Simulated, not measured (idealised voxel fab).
Herein follows the process module entitled voxel transistor to metal.
185 nm wide, 5 nm square cells: that's cross-section cut.
A cross-section is written here as square cells arranged in a grid, and it is given in bands from the top down, each band taking up one or more rows of cells. First you get the band's top height and its bottom height, in nm, and then the materials it's made of, left to right, with each width in nm. If you see a single material with "all across", that one covers the band edge to edge. "blank" is empty space. The level at which height equals 0 is the one under which the wafer, as it arrives, is entirely one material. No lower edge exists for the bottom band, which continues downward and is notated as in "from 0 down". The width entry "30..40" should be interpreted row by row: the top row of cells in the band takes the first number, the bottom row takes the second number, and the change between adjacent rows is uniform throughout. "remained unchanged" for a step: no cell of the cross-section changed in that step. Empty spaces counting at least 8 cells and having no open way to the top are listed in "Voids, sealed". The notation width x height at distance is used for each, the distance being from the left edge and all three values in nm. If you see something after the settings on a step's line, that's the simulator's own remark about that step. "overlay nm" on a masked step: distance the mask lay right of its planned place, negative for left.

Planned process steps:
- 1: RECEIVE with material Si
- 2: CONFORMAL_DEP with material SiO2, thk nm 5
- 3: CONFORMAL_DEP with material SiN, thk nm 10
- 4: MASKED_ETCH with tone cover, mask id ACTIVE, width nm 110, etch materials SiN, depth nm 10, overlay nm 0
- 5: MASKED_ETCH with tone cover, mask id ACTIVE, width nm 110, etch materials SiO2, depth nm 5, overlay nm 0
- 6: MASKED_ETCH with tone cover, mask id ACTIVE, width nm 110, etch materials Si, depth nm 35, overlay nm 0
- 7: OXIDIZE with depth nm 5
- 8: FILL_DEP with material SiO2, thk nm 10
- 9: CMP with height nm 15
- 10: SELECTIVE_ETCH with etch materials SiO2, depth nm 10
- 11: STRIP with etch materials SiN
- 12: SELECTIVE_ETCH with etch materials SiO2, depth nm 5
- 13: OXIDIZE with depth nm 5
- 14: DIRECTIONAL_DEP with material polySi, thk nm 30
- 15: DIRECTIONAL_DEP with material SiCN, thk nm 10
- 16: MASKED_ETCH with tone cover, mask id GATE, width nm 30, etch materials SiCN, depth nm 20, overlay nm 0
- 17: MASKED_ETCH with tone cover, mask id GATE, width nm 30, etch materials polySi, depth nm 40, overlay nm 0
- 18: CONFORMAL_DEP with material SiN, thk nm 10
- 19: DIRECTIONAL_ETCH with etch materials SiN, depth nm 10
- 20: DIRECTIONAL_ETCH with etch materials SiO2, depth nm 5
- 21: DIRECTIONAL_ETCH with etch materials Si, depth nm 10
- 22: EPI with material pSi, thk nm 10
- 23: FILL_DEP with material SiO2, thk nm 5
- 24: CMP with height nm 30
- 25: STRIP with etch materials polySi
- 26: SELECTIVE_ETCH with etch materials SiO2, depth nm 5
- 27: CONFORMAL_DEP with material HfO2, thk nm 5
- 28: CONFORMAL_DEP with material TiN, thk nm 5
- 29: FILL_DEP with material W, thk nm 5
- 30: CMP with height nm 25
- 31: DIRECTIONAL_DEP with material SiO2, thk nm 10
- 32: MASKED_ETCH with tone open, mask id CONTACT, width nm 20, pitch nm 80, etch materials SiO2, depth nm 40, overlay nm 0
- 33: CONFORMAL_DEP with material TiN, thk nm 5
- 34: FILL_DEP with material Ru, thk nm 5
- 35: CMP with height nm 35
- 36: DIRECTIONAL_DEP with material TiN, thk nm 5
- 37: DIRECTIONAL_DEP with material Ru, thk nm 15
- 38: PATTERN with tone cover, mask id METAL_1, material resist, width nm 20, pitch nm 80, thk nm 15, overlay nm 0
- 39: DIRECTIONAL_ETCH with etch materials Ru, depth nm 15
- 40: DIRECTIONAL_ETCH with etch materials TiN, depth nm 5
- 41: STRIP with etch materials resist
- 42: CONFORMAL_DEP with material SiCN, thk nm 5
- 43: FILL_DEP with material lowk, thk nm 10
- 44: CMP with height nm 55
- 45: CONFORMAL_DEP with material SiCN, thk nm 5
- 46: DIRECTIONAL_DEP with material SiO2, thk nm 25
- 47: DIRECTIONAL_DEP with material aC, thk nm 15
- 48: PATTERN with tone open, mask id METAL_2_HOLES, material resist, width nm 15, pitch nm 80, thk nm 30, overlay nm 0
- 49: DIRECTIONAL_ETCH with etch materials aC, depth nm 15
- 50: STRIP with etch materials resist
- 51: DIRECTIONAL_ETCH with etch materials SiO2, depth nm 25
- 52: STRIP with etch materials aC
- 53: DIRECTIONAL_DEP with material aC, thk nm 10
- 54: PATTERN with tone open, mask id METAL_2, material resist, width nm 20, pitch nm 80, thk nm 30, overlay nm 0
- 55: DIRECTIONAL_ETCH with etch materials aC, depth nm 10
- 56: STRIP with etch materials resist
- 57: DIRECTIONAL_ETCH with etch materials SiO2, depth nm 15
- 58: DIRECTIONAL_ETCH with etch materials SiCN, depth nm 5
- 59: STRIP with etch materials aC
- 60: CONFORMAL_DEP with material TiN, thk nm 5
- 61: FILL_DEP with material Cu, thk nm 5
- 62: CMP with height nm 85
- 63: CONFORMAL_DEP with material SiN, thk nm 5

Delivered wafer in cross-section: state after step 1:
- from 0 down  Si all across
- Voids, sealed: none

Sectioned view, first of two wafers, at the close of the module, processed as intended in the plan:
- from 90 to 85  SiN all across
- from 85 to 75  40 SiO2  5 TiN  10 Cu  5 TiN  60 SiO2  5 TiN  10 Cu  5 TiN  45 SiO2
- from 75 to 70  40 SiO2  5 TiN  5 Cu  10 TiN  60 SiO2  5 TiN  5 Cu  10 TiN  45 SiO2
- from 70 to 60  40 SiO2  5 TiN  5 Cu  5 TiN  65 SiO2  5 TiN  5 Cu  5 TiN  50 SiO2
- from 60 to 55  40 SiCN  15 TiN  65 SiCN  15 TiN  50 SiCN
- from 55 to 40  35 lowk  5 SiCN  20 Ru  5 SiCN  50 lowk  5 SiCN  20 Ru  5 SiCN  40 lowk
- from 40 to 35  40 SiCN  20 TiN  60 SiCN  20 TiN  45 SiCN
- from 35 to 25  40 SiO2  5 TiN  10 Ru  5 TiN  60 SiO2  5 TiN  10 Ru  5 TiN  45 SiO2
- from 25 to 10  40 SiO2  5 TiN  10 Ru  5 TiN  5 SiO2  10 SiN  5 HfO2  5 TiN  10 W  5 TiN  5 HfO2  10 SiN  5 SiO2  5 TiN  10 Ru  5 TiN  45 SiO2
- from 10 to 5  40 SiO2  5 TiN  5 Ru  10 TiN  5 SiO2  10 SiN  5 HfO2  5 TiN  10 W  5 TiN  5 HfO2  10 SiN  5 SiO2  10 TiN  5 Ru  5 TiN  45 SiO2
- from 5 to 0  40 SiO2  5 TiN  5 Ru  5 TiN  10 pSi  10 SiN  5 HfO2  20 TiN  5 HfO2  10 SiN  10 pSi  5 TiN  5 Ru  5 TiN  45 SiO2
- from 0 to -5  40 SiO2  15 TiN  10 pSi  5 SiO2  40 HfO2  5 SiO2  10 pSi  15 TiN  45 SiO2
- from -5 to -15  40 SiO2  25 pSi  50 Si  25 pSi  45 SiO2
- from -15 to -40  40 SiO2  100 Si  45 SiO2
- from -40 down  Si all across
- Voids, sealed: none

End of module, second wafer, cross-section. Started like the first, planned like the first, run with one mistake:
- from 90 to 85  SiN all across
- from 85 to 80  40 SiCN  20 TiN  60 SiCN  20 TiN  45 SiCN
- from 80 to 55  SiO2 all across
- from 55 to 40  35 lowk  5 SiCN  20 Ru  5 SiCN  50 lowk  5 SiCN  20 Ru  5 SiCN  40 lowk
- from 40 to 35  40 SiCN  20 TiN  60 SiCN  20 TiN  45 SiCN
- from 35 to 25  40 SiO2  5 TiN  10 Ru  5 TiN  60 SiO2  5 TiN  10 Ru  5 TiN  45 SiO2
- from 25 to 10  40 SiO2  5 TiN  10 Ru  5 TiN  5 SiO2  10 SiN  5 HfO2  5 TiN  10 W  5 TiN  5 HfO2  10 SiN  5 SiO2  5 TiN  10 Ru  5 TiN  45 SiO2
- from 10 to 5  40 SiO2  5 TiN  5 Ru  10 TiN  5 SiO2  10 SiN  5 HfO2  5 TiN  10 W  5 TiN  5 HfO2  10 SiN  5 SiO2  10 TiN  5 Ru  5 TiN  45 SiO2
- from 5 to 0  40 SiO2  5 TiN  5 Ru  5 TiN  10 pSi  10 SiN  5 HfO2  20 TiN  5 HfO2  10 SiN  10 pSi  5 TiN  5 Ru  5 TiN  45 SiO2
- from 0 to -5  40 SiO2  15 TiN  10 pSi  5 SiO2  40 HfO2  5 SiO2  10 pSi  15 TiN  45 SiO2
- from -5 to -15  40 SiO2  25 pSi  50 Si  25 pSi  45 SiO2
- from -15 to -40  40 SiO2  100 Si  45 SiO2
- from -40 down  Si all across
- Voids, sealed: none
Want to know what went wrong? step 46 occupied the plan position of step 45, and the converse holds as well
In the final state, the cell counts of the second wafer exceed or fall short of those of the first for the following materials: -14 Cu; -2 SiCN; +36 SiO2; -20 TiN
